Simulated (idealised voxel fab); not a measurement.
The following is a process module called voxel gate over fins.
Square cell edge 5 nm, section width 280 nm, ID cut.
If you're reading a cross-section in this doc, picture square cells in a grid; it comes to you as bands, top ones listed first down to the bottom, and a band can be one or more rows of cells. Band: top height; bottom height; in nm. Then, left to right: material with width in nm, for each material. "everywhere": a single material spanning edge to edge. "air": empty space. Note: height 0 marks the level under which the wafer is uniformly one material as received. Lowest band unbounded below, written "0 down". Note: "30->40" means the width goes from the first number (top row of the band) to the second number (bottom row) in equal steps per row of cells. For the purposes of this document, the phrase "everything unchanged" attached to a step denotes that no cell within the cross-section was modified by that step. "Encapsulated voids" means: voids of 8 cells or more that are shut off from the top with no open way through. Written width x height at distance, distance from the left edge, in nm. Note: text after step settings on the step line = simulator remark on that step. "overlay nm" answers the question of how far to the right of plan the mask lay on a step that has a mask, and when it is negative the answer is to the left.
## The process steps that were planned are listed below
- 1: RECEIVE (material Si)
- 2: CONFORMAL_DEP (material SiN; thk nm 10)
- 3: MASKED_ETCH (tone cover; mask id FINS; width nm 15; pitch nm 45; etch materials SiN; depth nm 10; overlay nm 0)
- 4: MASKED_ETCH (tone cover; mask id FINS; width nm 15; pitch nm 45; etch materials Si; depth nm 30; overlay nm 0)
- 5: OXIDIZE (depth nm 5)
- 6: FILL_DEP (material SiO2; thk nm 5)
- 7: CMP (height nm 10)
- 8: SELECTIVE_ETCH (etch materials SiO2; depth nm 20)
- 9: STRIP (etch materials SiN)
- 10: CONFORMAL_DEP (material HfO2; thk nm 5)
- 11: CONFORMAL_DEP (material TiN; thk nm 5)
- 12: CONFORMAL_DEP (material TiAl; thk nm 5)
- 13: CONFORMAL_DEP (material TiN; thk nm 5)
- 14: FILL_DEP (material W; thk nm 15)
- 15: CMP (height nm 30)
- 16: CONFORMAL_DEP (material SiN; thk nm 10)
## As received (post step 1): cross-section
0 down | Si everywhere
Encapsulated voids: none
## First of two wafers, end-of-module section, run followed plan
40 to 30 | SiN everywhere
30 to 20 | W everywhere
20 to 15 | 95 nm W; 90 nm TiN; 95 nm W
15 to 10 | 95 nm W; 5 nm TiN; 35 nm TiAl; 10 nm TiN; 35 nm TiAl; 5 nm TiN; 95 nm W
10 to 5 | 100 nm TiN; 5 nm TiAl; 25 nm TiN; 5 nm TiAl; 10 nm TiN; 5 nm TiAl; 25 nm TiN; 5 nm TiAl; 100 nm TiN
5 to 0 | 105 nm TiAl; 5 nm TiN; 15 nm HfO2; 5 nm TiN; 20 nm TiAl; 5 nm TiN; 15 nm HfO2; 5 nm TiN; 105 nm TiAl
0 to -5 | 110 nm TiN; 5 nm HfO2; 5 nm Si; 5 nm HfO2; 30 nm TiN; 5 nm HfO2; 5 nm Si; 5 nm HfO2; 110 nm TiN
-5 to -10 | 115 nm HfO2; 5 nm Si; 40 nm HfO2; 5 nm Si; 115 nm HfO2
-10 to -35 | 115 nm SiO2; 5 nm Si; 40 nm SiO2; 5 nm Si; 115 nm SiO2
-35 down | Si everywhere
Encapsulated voids: none
## This cross-section belongs to the second wafer of two at the end of the module; the start and the plan were shared with the first, and the run included one mistake
40 to 30 | SiN everywhere
30 to 20 | W everywhere
20 to 15 | 95 nm W; 90 nm TiN; 95 nm W
15 to 10 | 95 nm W; 5 nm TiN; 35 nm TiAl; 10 nm TiN; 35 nm TiAl; 5 nm TiN; 95 nm W
10 to 5 | 95 nm W; 5 nm TiN; 5 nm TiAl; 25 nm TiN; 5 nm TiAl; 10 nm TiN; 5 nm TiAl; 25 nm TiN; 5 nm TiAl; 5 nm TiN; 95 nm W
5 to 0 | 95 nm W; 5 nm TiN; 5 nm TiAl; 5 nm TiN; 15 nm HfO2; 5 nm TiN; 5 nm TiAl; 10 nm TiN; 5 nm TiAl; 5 nm TiN; 15 nm HfO2; 5 nm TiN; 5 nm TiAl; 5 nm TiN; 95 nm W
0 to -10 | 95 nm W; 5 nm TiN; 5 nm TiAl; 5 nm TiN; 5 nm HfO2; 5 nm Si; 5 nm HfO2; 5 nm TiN; 5 nm TiAl; 10 nm TiN; 5 nm TiAl; 5 nm TiN; 5 nm HfO2; 5 nm Si; 5 nm HfO2; 5 nm TiN; 5 nm TiAl; 5 nm TiN; 95 nm W
-10 to -15 | 100 nm TiN; 5 nm TiAl; 5 nm TiN; 5 nm HfO2; 5 nm Si; 5 nm HfO2; 5 nm TiN; 5 nm TiAl; 10 nm TiN; 5 nm TiAl; 5 nm TiN; 5 nm HfO2; 5 nm Si; 5 nm HfO2; 5 nm TiN; 5 nm TiAl; 100 nm TiN
-15 to -20 | 105 nm TiAl; 5 nm TiN; 5 nm HfO2; 5 nm Si; 5 nm HfO2; 5 nm TiN; 20 nm TiAl; 5 nm TiN; 5 nm HfO2; 5 nm Si; 5 nm HfO2; 5 nm TiN; 105 nm TiAl
-20 to -25 | 110 nm TiN; 5 nm HfO2; 5 nm Si; 5 nm HfO2; 30 nm TiN; 5 nm HfO2; 5 nm Si; 5 nm HfO2; 110 nm TiN
-25 to -30 | 115 nm HfO2; 5 nm Si; 40 nm HfO2; 5 nm Si; 115 nm HfO2
-30 to -35 | 115 nm SiO2; 5 nm Si; 40 nm SiO2; 5 nm Si; 115 nm SiO2
-35 down | Si everywhere
Encapsulated voids: none
Where did the run depart from the plan? the plan had its step 8 run twice
At the finish, the second wafer shows more or fewer cells for some materials than the first does: HfO2: 16 more; SiO2: 216 fewer; TiAl: 16 more; TiN: 32 more; W: 152 more
